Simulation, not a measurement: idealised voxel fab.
Process module under the name voxel wiring stack
Section cut is 185 nm wide and gridded with 5 nm square cells.
Cross-section, as written here: a square-cell grid given band by band from the top down, where a band holds one or more rows of cells.
For a band, the entry starts with two heights in nm, that of the top and then that of the bottom, and carries on with the band's materials in order from left to right, each alongside its width in nm; the word "everywhere" beside a single material means it fills the band edge to edge, and "blank" means empty space.
A quick word on heights: they are counted from 0, and under that level the wafer as it came to us is one material throughout. The lowest band is different from the rest in having no bottom; it simply continues downward, written as in "from 0 down".
So if you see something like "30..40" for the width, read it as the top row of the band sitting at the first number and the bottom row at the second, with every row in between moving by the same amount as the last.
"everything unchanged" -> step changed no cross-section cell.
If an empty space has no open way to the top and is at least 8 cells in size, "Unvented internal voids" lists it, written width x height at distance, where distance is measured from the left edge and every value is in nm.
after a step's settings: what the simulator itself notes on the step
The optional step-line setting "overlay nm" applies to steps with a mask and quantifies how far to the right of its planned location the mask lay, a negative value indicating leftward placement.
-- List of planned process steps
1,op RECEIVE | material Si
2,op CONFORMAL_DEP | material SiO2 | thk nm 15
3,op DIRECTIONAL_DEP | material TiN | thk nm 5
4,op DIRECTIONAL_DEP | material W | thk nm 25
5,op DIRECTIONAL_DEP | material aC | thk nm 10
6,op PATTERN | tone cover | mask id METAL_1 | material resist | width nm 25 | pitch nm 55 | thk nm 30 | overlay nm 0
7,op DIRECTIONAL_ETCH | etch materials aC | depth nm 10
8,op STRIP | etch materials resist
9,op DIRECTIONAL_ETCH | etch materials W | depth nm 25
10,op DIRECTIONAL_ETCH | etch materials TiN | depth nm 5
11,op STRIP | etch materials aC
12,op CONFORMAL_DEP | material SiN | thk nm 5
13,op FILL_DEP | material lowk | thk nm 5
14,op CMP | height nm 45
15,op CONFORMAL_DEP | material SiCN | thk nm 5
16,op DIRECTIONAL_DEP | material lowk | thk nm 20
17,op DIRECTIONAL_DEP | material aC | thk nm 10
18,op PATTERN | tone open | mask id PLUG_1 | material resist | width nm 15 | pitch nm 110 | thk nm 25 | overlay nm 0
19,op DIRECTIONAL_ETCH | etch materials aC | depth nm 10
20,op STRIP | etch materials resist
21,op DIRECTIONAL_ETCH | etch materials lowk | depth nm 20
22,op DIRECTIONAL_ETCH | etch materials SiCN | depth nm 5
23,op STRIP | etch materials aC
24,op CONFORMAL_DEP | material TiN | thk nm 5
25,op FILL_DEP | material W | thk nm 5
26,op CMP | height nm 70
27,op CONFORMAL_DEP | material SiN | thk nm 5
28,op DIRECTIONAL_DEP | material lowk | thk nm 15
29,op MASKED_ETCH | tone open | mask id METAL_2 | width nm 25 | pitch nm 55 | etch materials lowk | depth nm 15 | overlay nm 0
30,op MASKED_ETCH | tone open | mask id METAL_2 | width nm 25 | pitch nm 55 | etch materials SiN | depth nm 5 | overlay nm 0
31,op CONFORMAL_DEP | material TiN | thk nm 5
32,op FILL_DEP | material Cu | thk nm 10
33,op CMP | height nm 90
34,op EPI | material Ru | thk nm 5
35,op FILL_DEP | material SiCN | thk nm 5
36,op DIRECTIONAL_DEP | material lowk | thk nm 10
37,op PATTERN | tone open | mask id PLUG_2 | material resist | width nm 15 | pitch nm 55 | thk nm 15 | overlay nm 0
38,op DIRECTIONAL_ETCH | etch materials lowk | depth nm 10
39,op DIRECTIONAL_ETCH | etch materials SiCN | depth nm 5
40,op STRIP | etch materials resist
41,op CONFORMAL_DEP | material TiN | thk nm 5
42,op FILL_DEP | material W | thk nm 10
43,op CMP | height nm 110
44,op CONFORMAL_DEP | material SiCN | thk nm 5
45,op DIRECTIONAL_DEP | material lowk | thk nm 15
46,op MASKED_ETCH | tone open | mask id METAL_3 | width nm 25 | pitch nm 55 | etch materials lowk | depth nm 15 | overlay nm 0
47,op MASKED_ETCH | tone open | mask id METAL_3 | width nm 25 | pitch nm 55 | etch materials SiCN | depth nm 5 | overlay nm 0
48,op CONFORMAL_DEP | material TiN | thk nm 5
49,op FILL_DEP | material Ru | thk nm 10
50,op CMP | height nm 130
51,op EPI | material Ru | thk nm 5
52,op FILL_DEP | material SiCN | thk nm 5
-- First of two wafers, with the run carried out as planned
-- Shown in cross-section is the wafer as received, that is, as it stands after step 1
from 0 down: Si everywhere
Unvented internal voids: none
-- Cross-section: wafer state after step 2
from 15 to 0: SiO2 everywhere
Under the height 0 nothing was changed.
-- Cross-section: wafer state after step 3
from 20 to 15: TiN everywhere
Under the height 15 nothing was changed.
-- Cross-section: wafer state after step 4
from 45 to 20: W everywhere
Under the height 20 nothing was changed.
-- Cross-section: wafer state after step 5
from 55 to 45: aC everywhere
Under the height 45 nothing was changed.
-- Cross-section: wafer state after step 6
from 85 to 55: blank (25); resist (25); blank (30); resist (25); blank (30); resist (25); blank (25)
Under the height 55 nothing was changed.
-- Cross-section: wafer state after step 7
from 75 to 55: blank (25); resist (25); blank (30); resist (25); blank (30); resist (25); blank (25)
from 55 to 45: blank (25); aC (25); blank (30); aC (25); blank (30); aC (25); blank (25)
Under the height 45 nothing was changed.
-- Cross-section: wafer state after step 8
from 55 to 45: blank (25); aC (25); blank (30); aC (25); blank (30); aC (25); blank (25)
Under the height 45 nothing was changed.
-- Cross-section: wafer state after step 9
from 55 to 45: blank (25); aC (25); blank (30); aC (25); blank (30); aC (25); blank (25)
from 45 to 20: blank (25); W (25); blank (30); W (25); blank (30); W (25); blank (25)
Under the height 20 nothing was changed.
-- Cross-section: wafer state after step 10
from 55 to 45: blank (25); aC (25); blank (30); aC (25); blank (30); aC (25); blank (25)
from 45 to 20: blank (25); W (25); blank (30); W (25); blank (30); W (25); blank (25)
from 20 to 15: blank (25); TiN (25); blank (30); TiN (25); blank (30); TiN (25); blank (25)
Under the height 15 nothing was changed.
-- Cross-section: wafer state after step 11
from 45 to 20: blank (25); W (25); blank (30); W (25); blank (30); W (25); blank (25)
Under the height 20 nothing was changed.
-- Cross-section: wafer state after step 12
from 50 to 45: blank (20); SiN (35); blank (20); SiN (35); blank (20); SiN (35); blank (20)
from 45 to 20: blank (20); SiN (5); W (25); SiN (5); blank (20); SiN (5); W (25); SiN (5); blank (20); SiN (5); W (25); SiN (5); blank (20)
from 20 to 15: SiN (25); TiN (25); SiN (30); TiN (25); SiN (30); TiN (25); SiN (25)
Under the height 15 nothing was changed.
-- Cross-section: wafer state after step 13
from 55 to 50: lowk everywhere
from 50 to 45: lowk (20); SiN (35); lowk (20); SiN (35); lowk (20); SiN (35); lowk (20)
from 45 to 20: lowk (20); SiN (5); W (25); SiN (5); lowk (20); SiN (5); W (25); SiN (5); lowk (20); SiN (5); W (25); SiN (5); lowk (20)
Under the height 20 nothing was changed.
-- Cross-section: wafer state after step 14
from 45 to 20: lowk (20); SiN (5); W (25); SiN (5); lowk (20); SiN (5); W (25); SiN (5); lowk (20); SiN (5); W (25); SiN (5); lowk (20)
Under the height 20 nothing was changed.
-- Cross-section: wafer state after step 15
from 50 to 45: SiCN everywhere
Under the height 45 nothing was changed.
-- Cross-section: wafer state after step 16
from 70 to 50: lowk everywhere
Under the height 50 nothing was changed.
-- Cross-section: wafer state after step 17
from 80 to 70: aC everywhere
Under the height 70 nothing was changed.
-- Cross-section: wafer state after step 18
from 105 to 80: resist (25); blank (15); resist (95); blank (15); resist (35)
Under the height 80 nothing was changed.
-- Cross-section: wafer state after step 19
from 95 to 80: resist (25); blank (15); resist (95); blank (15); resist (35)
from 80 to 70: aC (25); blank (15); aC (95); blank (15); aC (35)
Under the height 70 nothing was changed.
-- Cross-section: wafer state after step 20
from 80 to 70: aC (25); blank (15); aC (95); blank (15); aC (35)
Under the height 70 nothing was changed.
-- Cross-section: wafer state after step 21
from 80 to 70: aC (25); blank (15); aC (95); blank (15); aC (35)
from 70 to 50: lowk (25); blank (15); lowk (95); blank (15); lowk (35)
Under the height 50 nothing was changed.
-- Cross-section: wafer state after step 22
from 80 to 70: aC (25); blank (15); aC (95); blank (15); aC (35)
from 70 to 50: lowk (25); blank (15); lowk (95); blank (15); lowk (35)
from 50 to 45: SiCN (25); blank (15); SiCN (95); blank (15); SiCN (35)
Under the height 45 nothing was changed.
-- Cross-section: wafer state after step 23
from 70 to 50: lowk (25); blank (15); lowk (95); blank (15); lowk (35)
Under the height 50 nothing was changed.
-- Cross-section: wafer state after step 24
from 75 to 70: TiN (30); blank (5); TiN (105); blank (5); TiN (40)
from 70 to 50: lowk (25); TiN (5); blank (5); TiN (5); lowk (95); TiN (5); blank (5); TiN (5); lowk (35)
from 50 to 45: SiCN (25); TiN (15); SiCN (95); TiN (15); SiCN (35)
Under the height 45 nothing was changed.
-- Cross-section: wafer state after step 25
from 80 to 75: W everywhere
from 75 to 70: TiN (30); W (5); TiN (105); W (5); TiN (40)
from 70 to 50: lowk (25); TiN (5); W (5); TiN (5); lowk (95); TiN (5); W (5); TiN (5); lowk (35)
Under the height 50 nothing was changed.
-- Cross-section: wafer state after step 26
from 70 to 50: lowk (25); TiN (5); W (5); TiN (5); lowk (95); TiN (5); W (5); TiN (5); lowk (35)
Under the height 50 nothing was changed.
-- Cross-section: wafer state after step 27
from 75 to 70: SiN everywhere
Under the height 70 nothing was changed.
-- Cross-section: wafer state after step 28
from 90 to 75: lowk everywhere
Under the height 75 nothing was changed.
-- Cross-section: wafer state after step 29
from 90 to 75: lowk (25); blank (25); lowk (30); blank (25); lowk (30); blank (25); lowk (25)
Under the height 75 nothing was changed.
-- Cross-section: wafer state after step 30
from 90 to 75: lowk (25); blank (25); lowk (30); blank (25); lowk (30); blank (25); lowk (25)
from 75 to 70: SiN (25); blank (25); SiN (30); blank (25); SiN (30); blank (25); SiN (25)
Under the height 70 nothing was changed.
-- Cross-section: wafer state after step 31
from 95 to 90: TiN (30); blank (15); TiN (40); blank (15); TiN (40); blank (15); TiN (30)
from 90 to 75: lowk (25); TiN (5); blank (15); TiN (5); lowk (30); TiN (5); blank (15); TiN (5); lowk (30); TiN (5); blank (15); TiN (5); lowk (25)
from 75 to 70: SiN (25); TiN (25); SiN (30); TiN (25); SiN (30); TiN (25); SiN (25)
Under the height 70 nothing was changed.
-- Cross-section: wafer state after step 32
from 105 to 95: Cu everywhere
from 95 to 90: TiN (30); Cu (15); TiN (40); Cu (15); TiN (40); Cu (15); TiN (30)
from 90 to 75: lowk (25); TiN (5); Cu (15); TiN (5); lowk (30); TiN (5); Cu (15); TiN (5); lowk (30); TiN (5); Cu (15); TiN (5); lowk (25)
Under the height 75 nothing was changed.
-- Cross-section: wafer state after step 33
from 90 to 75: lowk (25); TiN (5); Cu (15); TiN (5); lowk (30); TiN (5); Cu (15); TiN (5); lowk (30); TiN (5); Cu (15); TiN (5); lowk (25)
Under the height 75 nothing was changed.
-- Cross-section: wafer state after step 34
from 95 to 90: blank (20); Ru (35); blank (20); Ru (35); blank (20); Ru (35); blank (20)
Under the height 90 nothing was changed.
-- Cross-section: wafer state after step 35
from 100 to 95: SiCN everywhere
from 95 to 90: SiCN (20); Ru (35); SiCN (20); Ru (35); SiCN (20); Ru (35); SiCN (20)
Under the height 90 nothing was changed.
-- Cross-section: wafer state after step 36
from 110 to 100: lowk everywhere
Under the height 100 nothing was changed.
-- Cross-section: wafer state after step 37
from 125 to 110: resist (25); blank (15); resist (40); blank (15); resist (40); blank (15); resist (35)
Under the height 110 nothing was changed.
-- Cross-section: wafer state after step 38
from 125 to 110: resist (25); blank (15); resist (40); blank (15); resist (40); blank (15); resist (35)
from 110 to 100: lowk (25); blank (15); lowk (40); blank (15); lowk (40); blank (15); lowk (35)
Under the height 100 nothing was changed.
-- Cross-section: wafer state after step 39
from 125 to 110: resist (25); blank (15); resist (40); blank (15); resist (40); blank (15); resist (35)
from 110 to 100: lowk (25); blank (15); lowk (40); blank (15); lowk (40); blank (15); lowk (35)
from 100 to 95: SiCN (25); blank (15); SiCN (40); blank (15); SiCN (40); blank (15); SiCN (35)
Under the height 95 nothing was changed.
-- Cross-section: wafer state after step 40
from 110 to 100: lowk (25); blank (15); lowk (40); blank (15); lowk (40); blank (15); lowk (35)
Under the height 100 nothing was changed.
-- Cross-section: wafer state after step 41
from 115 to 110: TiN (30); blank (5); TiN (50); blank (5); TiN (50); blank (5); TiN (40)
from 110 to 100: lowk (25); TiN (5); blank (5); TiN (5); lowk (40); TiN (5); blank (5); TiN (5); lowk (40); TiN (5); blank (5); TiN (5); lowk (35)
from 100 to 95: SiCN (25); TiN (15); SiCN (40); TiN (15); SiCN (40); TiN (15); SiCN (35)
Under the height 95 nothing was changed.
-- Cross-section: wafer state after step 42
from 125 to 115: W everywhere
from 115 to 110: TiN (30); W (5); TiN (50); W (5); TiN (50); W (5); TiN (40)
from 110 to 100: lowk (25); TiN (5); W (5); TiN (5); lowk (40); TiN (5); W (5); TiN (5); lowk (40); TiN (5); W (5); TiN (5); lowk (35)
Under the height 100 nothing was changed.
-- Cross-section: wafer state after step 43
from 110 to 100: lowk (25); TiN (5); W (5); TiN (5); lowk (40); TiN (5); W (5); TiN (5); lowk (40); TiN (5); W (5); TiN (5); lowk (35)
Under the height 100 nothing was changed.
-- Cross-section: wafer state after step 44
from 115 to 110: SiCN everywhere
Under the height 110 nothing was changed.
-- Cross-section: wafer state after step 45
from 130 to 115: lowk everywhere
Under the height 115 nothing was changed.
-- Cross-section: wafer state after step 46
from 130 to 115: lowk (25); blank (25); lowk (30); blank (25); lowk (30); blank (25); lowk (25)
Under the height 115 nothing was changed.
-- Cross-section: wafer state after step 47
from 130 to 115: lowk (25); blank (25); lowk (30); blank (25); lowk (30); blank (25); lowk (25)
from 115 to 110: SiCN (25); blank (25); SiCN (30); blank (25); SiCN (30); blank (25); SiCN (25)
Under the height 110 nothing was changed.
-- Cross-section: wafer state after step 48
from 135 to 130: TiN (30); blank (15); TiN (40); blank (15); TiN (40); blank (15); TiN (30)
from 130 to 115: lowk (25); TiN (5); blank (15); TiN (5); lowk (30); TiN (5); blank (15); TiN (5); lowk (30); TiN (5); blank (15); TiN (5); lowk (25)
from 115 to 110: SiCN (25); TiN (25); SiCN (30); TiN (25); SiCN (30); TiN (25); SiCN (25)
Under the height 110 nothing was changed.
-- Cross-section: wafer state after step 49
from 145 to 135: Ru everywhere
from 135 to 130: TiN (30); Ru (15); TiN (40); Ru (15); TiN (40); Ru (15); TiN (30)
from 130 to 115: lowk (25); TiN (5); Ru (15); TiN (5); lowk (30); TiN (5); Ru (15); TiN (5); lowk (30); TiN (5); Ru (15); TiN (5); lowk (25)
Under the height 115 nothing was changed.
-- Cross-section: wafer state after step 50
from 130 to 115: lowk (25); TiN (5); Ru (15); TiN (5); lowk (30); TiN (5); Ru (15); TiN (5); lowk (30); TiN (5); Ru (15); TiN (5); lowk (25)
Under the height 115 nothing was changed.
-- Cross-section: wafer state after step 51
from 135 to 130: blank (20); Ru (35); blank (20); Ru (35); blank (20); Ru (35); blank (20)
Under the height 130 nothing was changed.
-- Cross-section: wafer state after step 52
from 140 to 135: SiCN everywhere
from 135 to 130: SiCN (20); Ru (35); SiCN (20); Ru (35); SiCN (20); Ru (35); SiCN (20)
Under the height 130 nothing was changed.
-- For the second wafer, take the first wafer's start and plan, then add one mistake made in running it; everything through step 45, that step included, is shared with the first
-- Second wafer, section view, time point: scheduled end of step 46
from 130 to 115: lowk (15); blank (25); lowk (30); blank (25); lowk (30); blank (25); lowk (35)
Under the height 115 nothing was changed.
-- Second wafer, section view, time point: scheduled end of step 47
from 130 to 115: lowk (15); blank (25); lowk (30); blank (25); lowk (30); blank (25); lowk (35)
from 115 to 110: SiCN (25); blank (15); SiCN (40); blank (15); SiCN (40); blank (15); SiCN (35)
Under the height 110 nothing was changed.
-- Second wafer, section view, time point: scheduled end of step 48
from 135 to 130: TiN (20); blank (15); TiN (40); blank (15); TiN (40); blank (15); TiN (40)
from 130 to 120: lowk (15); TiN (5); blank (15); TiN (5); lowk (30); TiN (5); blank (15); TiN (5); lowk (30); TiN (5); blank (15); TiN (5); lowk (35)
from 120 to 115: lowk (15); TiN (15); blank (5); TiN (5); lowk (30); TiN (15); blank (5); TiN (5); lowk (30); TiN (15); blank (5); TiN (5); lowk (35)
from 115 to 110: SiCN (25); TiN (15); SiCN (40); TiN (15); SiCN (40); TiN (15); SiCN (35)
Under the height 110 nothing was changed.
-- Second wafer, section view, time point: scheduled end of step 49
from 145 to 135: Ru everywhere
from 135 to 130: TiN (20); Ru (15); TiN (40); Ru (15); TiN (40); Ru (15); TiN (40)
from 130 to 120: lowk (15); TiN (5); Ru (15); TiN (5); lowk (30); TiN (5); Ru (15); TiN (5); lowk (30); TiN (5); Ru (15); TiN (5); lowk (35)
from 120 to 115: lowk (15); TiN (15); Ru (5); TiN (5); lowk (30); TiN (15); Ru (5); TiN (5); lowk (30); TiN (15); Ru (5); TiN (5); lowk (35)
Under the height 115 nothing was changed.
-- Second wafer, section view, time point: scheduled end of step 50
from 130 to 120: lowk (15); TiN (5); Ru (15); TiN (5); lowk (30); TiN (5); Ru (15); TiN (5); lowk (30); TiN (5); Ru (15); TiN (5); lowk (35)
Under the height 120 nothing was changed.
-- Second wafer, section view, time point: scheduled end of step 51
from 135 to 130: blank (10); Ru (35); blank (20); Ru (35); blank (20); Ru (35); blank (30)
Under the height 130 nothing was changed.
-- Second wafer, section view, time point: scheduled end of step 52
from 140 to 135: SiCN everywhere
from 135 to 130: SiCN (10); Ru (35); SiCN (20); Ru (35); SiCN (20); Ru (35); SiCN (30)
Under the height 130 nothing was changed.
Where did the run depart from the plan? step 46 ran with different settings than intended, the actual operation and settings being op MASKED_ETCH | tone open | mask id METAL_3 | width nm 25 | pitch nm 55 | etch materials lowk | depth nm 15 | overlay nm -10
Materials where the second wafer ends with more or fewer cells than the first: 6 fewer of Ru, 6 more of SiCN
